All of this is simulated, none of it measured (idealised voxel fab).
process module | voxel capacitor over wiring
cross-section cut | 180 nm wide | cells 5 nm
A cross-section is a grid of square cells, given in bands from the top down. A band is one or more rows of cells.
Each band's line starts with the height of the band's top and of its bottom, in nm. Then come its materials from left to right, each with its width in nm. One material with "throughout" fills the band from edge to edge. "air" is empty space.
Height 0 is the level under which the wafer as received is all one material. The lowest band goes on downwards, as in "0 down".
A width such as "30 to 40" changes by the same amount from each row of cells to the next, from the band's top row to its bottom row.
"no change" after a step means that no cell of the cross-section changed.
closed voids: empty space of 8 cells or more with no open way to the top, each as width x height at its distance from the left edge, in nm
after a step's settings: what the simulator itself notes on the step
overlay nm, on a step with a mask: how far to the right of its planned place the mask lay; to the left if negative
plan
1 op RECEIVE | material Si
2 op CONFORMAL_DEP | material SiO2 | thk nm 15
3 op DIRECTIONAL_DEP | material TiN | thk nm 5
4 op DIRECTIONAL_DEP | material W | thk nm 20
5 op MASKED_ETCH | tone cover | mask id METAL_1 | width nm 20 | pitch nm 75 | etch materials W | depth nm 20 | overlay nm 0
6 op MASKED_ETCH | tone cover | mask id METAL_1 | width nm 20 | pitch nm 75 | etch materials TiN | depth nm 5 | overlay nm 0
7 op CONFORMAL_DEP | material SiCN | thk nm 5
8 op FILL_DEP | material SiO2 | thk nm 10
9 op CMP | height nm 40
10 op CONFORMAL_DEP | material SiCN | thk nm 5
11 op DIRECTIONAL_DEP | material lowk | thk nm 20
12 op DIRECTIONAL_DEP | material aC | thk nm 10
13 op PATTERN | tone open | mask id PLUG_1 | material resist | width nm 15 | thk nm 25 | overlay nm 0
14 op DIRECTIONAL_ETCH | etch materials aC | depth nm 10
15 op STRIP | etch materials resist
16 op DIRECTIONAL_ETCH | etch materials lowk | depth nm 20
17 op DIRECTIONAL_ETCH | etch materials SiCN | depth nm 5
18 op STRIP | etch materials aC
19 op CONFORMAL_DEP | material TiN | thk nm 5
20 op FILL_DEP | material Ru | thk nm 5
21 op CMP | height nm 65
22 op DIRECTIONAL_DEP | material TiN | thk nm 5
23 op DIRECTIONAL_DEP | material HfO2 | thk nm 5
24 op DIRECTIONAL_DEP | material TiN | thk nm 5
25 op MASKED_ETCH | tone cover | mask id UPPER_PLATE | width nm 60 | etch materials TiN | depth nm 5 | overlay nm 0
26 op MASKED_ETCH | tone cover | mask id UPPER_PLATE | width nm 60 | etch materials HfO2 | depth nm 5 | overlay nm 0
27 op MASKED_ETCH | tone cover | mask id LOWER_PLATE | width nm 70 | etch materials TiN | depth nm 5 | overlay nm 0
28 op FILL_DEP | material SiO2 | thk nm 20
29 op CMP | height nm 95
30 op PATTERN | tone open | mask id PLUG_2 | material resist | width nm 15 | thk nm 20 | overlay nm 0
31 op DIRECTIONAL_ETCH | etch materials SiO2 | depth nm 15
32 op STRIP | etch materials resist
33 op CONFORMAL_DEP | material TiN | thk nm 5
34 op FILL_DEP | material Ru | thk nm 10
35 op CMP | height nm 95
36 op CONFORMAL_DEP | material SiN | thk nm 5
first wafer, as planned
as received, after step 1
  0 down: Si throughout
  closed voids: none
after step 2
  15 to 0: SiO2 throughout
  below 0: unchanged
after step 3
  20 to 15: TiN throughout
  below 15: unchanged
after step 4
  40 to 20: W throughout
  below 20: unchanged
after step 5
  40 to 20: air 40 | W 20 | air 55 | W 20 | air 45
  below 20: unchanged
after step 6
  40 to 20: air 40 | W 20 | air 55 | W 20 | air 45
  20 to 15: air 40 | TiN 20 | air 55 | TiN 20 | air 45
  below 15: unchanged
after step 7
  45 to 40: air 35 | SiCN 30 | air 45 | SiCN 30 | air 40
  40 to 20: air 35 | SiCN 5 | W 20 | SiCN 5 | air 45 | SiCN 5 | W 20 | SiCN 5 | air 40
  20 to 15: SiCN 40 | TiN 20 | SiCN 55 | TiN 20 | SiCN 45
  below 15: unchanged
after step 8
  55 to 45: SiO2 throughout
  45 to 40: SiO2 35 | SiCN 30 | SiO2 45 | SiCN 30 | SiO2 40
  40 to 20: SiO2 35 | SiCN 5 | W 20 | SiCN 5 | SiO2 45 | SiCN 5 | W 20 | SiCN 5 | SiO2 40
  below 20: unchanged
after step 9
  40 to 20: SiO2 35 | SiCN 5 | W 20 | SiCN 5 | SiO2 45 | SiCN 5 | W 20 | SiCN 5 | SiO2 40
  below 20: unchanged
after step 10
  45 to 40: SiCN throughout
  below 40: unchanged
after step 11
  65 to 45: lowk throughout
  below 45: unchanged
after step 12
  75 to 65: aC throughout
  below 65: unchanged
after step 13
  100 to 75: resist 45 | air 15 | resist 120
  below 75: unchanged
after step 14
  90 to 75: resist 45 | air 15 | resist 120
  75 to 65: aC 45 | air 15 | aC 120
  below 65: unchanged
after step 15
  75 to 65: aC 45 | air 15 | aC 120
  below 65: unchanged
after step 16
  75 to 65: aC 45 | air 15 | aC 120
  65 to 45: lowk 45 | air 15 | lowk 120
  below 45: unchanged
after step 17
  75 to 65: aC 45 | air 15 | aC 120
  65 to 45: lowk 45 | air 15 | lowk 120
  45 to 40: SiCN 45 | air 15 | SiCN 120
  below 40: unchanged
after step 18
  65 to 45: lowk 45 | air 15 | lowk 120
  below 45: unchanged
after step 19
  70 to 65: TiN 50 | air 5 | TiN 125
  65 to 45: lowk 45 | TiN 5 | air 5 | TiN 5 | lowk 120
  45 to 40: SiCN 45 | TiN 15 | SiCN 120
  below 40: unchanged
after step 20
  75 to 70: Ru throughout
  70 to 65: TiN 50 | Ru 5 | TiN 125
  65 to 45: lowk 45 | TiN 5 | Ru 5 | TiN 5 | lowk 120
  below 45: unchanged
after step 21
  65 to 45: lowk 45 | TiN 5 | Ru 5 | TiN 5 | lowk 120
  below 45: unchanged
after step 22
  70 to 65: TiN throughout
  below 65: unchanged
after step 23
  75 to 70: HfO2 throughout
  below 70: unchanged
after step 24
  80 to 75: TiN throughout
  below 75: unchanged
after step 25
  80 to 75: air 45 | TiN 60 | air 75
  below 75: unchanged
after step 26
  80 to 75: air 45 | TiN 60 | air 75
  75 to 70: air 45 | HfO2 60 | air 75
  below 70: unchanged
after step 27
  80 to 75: air 45 | TiN 60 | air 75
  75 to 70: air 45 | HfO2 60 | air 75
  70 to 65: air 40 | TiN 70 | air 70
  below 65: unchanged
after step 28
  100 to 80: SiO2 throughout
  80 to 75: SiO2 45 | TiN 60 | SiO2 75
  75 to 70: SiO2 45 | HfO2 60 | SiO2 75
  70 to 65: SiO2 40 | TiN 70 | SiO2 70
  below 65: unchanged
after step 29
  95 to 80: SiO2 throughout
  below 80: unchanged
after step 30
  115 to 95: resist 55 | air 15 | resist 110
  below 95: unchanged
after step 31
  115 to 95: resist 55 | air 15 | resist 110
  95 to 80: SiO2 55 | air 15 | SiO2 110
  below 80: unchanged
after step 32
  95 to 80: SiO2 55 | air 15 | SiO2 110
  below 80: unchanged
after step 33
  100 to 95: TiN 60 | air 5 | TiN 115
  95 to 85: SiO2 55 | TiN 5 | air 5 | TiN 5 | SiO2 110
  85 to 75: SiO2 55 to 45 | TiN 15 to 60 | SiO2 110 to 75
  below 75: unchanged
after step 34
  110 to 100: Ru throughout
  100 to 95: TiN 60 | Ru 5 | TiN 115
  95 to 85: SiO2 55 | TiN 5 | Ru 5 | TiN 5 | SiO2 110
  below 85: unchanged
after step 35
  95 to 85: SiO2 55 | TiN 5 | Ru 5 | TiN 5 | SiO2 110
  below 85: unchanged
after step 36
  100 to 95: SiN throughout
  below 95: unchanged
second wafer: like start, like plan, one mistake. Through step 12 it matches the first wafer
when step 13 should have ended
  100 to 75: resist 45 | air 20 | resist 115
  below 75: unchanged
when step 14 should have ended
  90 to 75: resist 45 | air 20 | resist 115
  75 to 65: aC 45 | air 20 | aC 115
  below 65: unchanged
when step 15 should have ended
  75 to 65: aC 45 | air 20 | aC 115
  below 65: unchanged
when step 16 should have ended
  75 to 65: aC 45 | air 20 | aC 115
  65 to 45: lowk 45 | air 20 | lowk 115
  below 45: unchanged
when step 17 should have ended
  75 to 65: aC 45 | air 20 | aC 115
  65 to 45: lowk 45 | air 20 | lowk 115
  45 to 40: SiCN 45 | air 20 | SiCN 115
  below 40: unchanged
when step 18 should have ended
  65 to 45: lowk 45 | air 20 | lowk 115
  below 45: unchanged
when step 19 should have ended
  70 to 65: TiN 50 | air 10 | TiN 120
  65 to 45: lowk 45 | TiN 5 | air 10 | TiN 5 | lowk 115
  45 to 40: SiCN 45 | TiN 20 | SiCN 115
  below 40: unchanged
when step 20 should have ended
  75 to 70: Ru throughout
  70 to 65: TiN 50 | Ru 10 | TiN 120
  65 to 45: lowk 45 | TiN 5 | Ru 10 | TiN 5 | lowk 115
  below 45: unchanged
when step 21 should have ended
  65 to 45: lowk 45 | TiN 5 | Ru 10 | TiN 5 | lowk 115
  below 45: unchanged
when step 22 should have ended
  70 to 65: TiN throughout
  below 65: unchanged
when step 23 should have ended
  75 to 70: HfO2 throughout
  below 70: unchanged
when step 24 should have ended
  80 to 75: TiN throughout
  below 75: unchanged
when step 25 should have ended
  80 to 75: air 45 | TiN 60 | air 75
  below 75: unchanged
when step 26 should have ended
  80 to 75: air 45 | TiN 60 | air 75
  75 to 70: air 45 | HfO2 60 | air 75
  below 70: unchanged
when step 27 should have ended
  80 to 75: air 45 | TiN 60 | air 75
  75 to 70: air 45 | HfO2 60 | air 75
  70 to 65: air 40 | TiN 70 | air 70
  below 65: unchanged
when step 28 should have ended
  100 to 80: SiO2 throughout
  80 to 75: SiO2 45 | TiN 60 | SiO2 75
  75 to 70: SiO2 45 | HfO2 60 | SiO2 75
  70 to 65: SiO2 40 | TiN 70 | SiO2 70
  below 65: unchanged
when step 29 should have ended
  95 to 80: SiO2 throughout
  below 80: unchanged
when step 30 should have ended
  115 to 95: resist 55 | air 15 | resist 110
  below 95: unchanged
when step 31 should have ended
  115 to 95: resist 55 | air 15 | resist 110
  95 to 80: SiO2 55 | air 15 | SiO2 110
  below 80: unchanged
when step 32 should have ended
  95 to 80: SiO2 55 | air 15 | SiO2 110
  below 80: unchanged
when step 33 should have ended
  100 to 95: TiN 60 | air 5 | TiN 115
  95 to 85: SiO2 55 | TiN 5 | air 5 | TiN 5 | SiO2 110
  85 to 75: SiO2 55 to 45 | TiN 15 to 60 | SiO2 110 to 75
  below 75: unchanged
when step 34 should have ended
  110 to 100: Ru throughout
  100 to 95: TiN 60 | Ru 5 | TiN 115
  95 to 85: SiO2 55 | TiN 5 | Ru 5 | TiN 5 | SiO2 110
  below 85: unchanged
when step 35 should have ended
  95 to 85: SiO2 55 | TiN 5 | Ru 5 | TiN 5 | SiO2 110
  below 85: unchanged
when step 36 should have ended
  100 to 95: SiN throughout
  below 95: unchanged
what went wrong: step 13 ran as: op PATTERN | tone open | mask id PLUG_1 | material resist | width nm 20 | thk nm 25 | overlay nm 0
at the end the second wafer has, in cells: 4 more of Ru | 1 fewer of SiCN | 1 more of TiN | 4 fewer of lowk
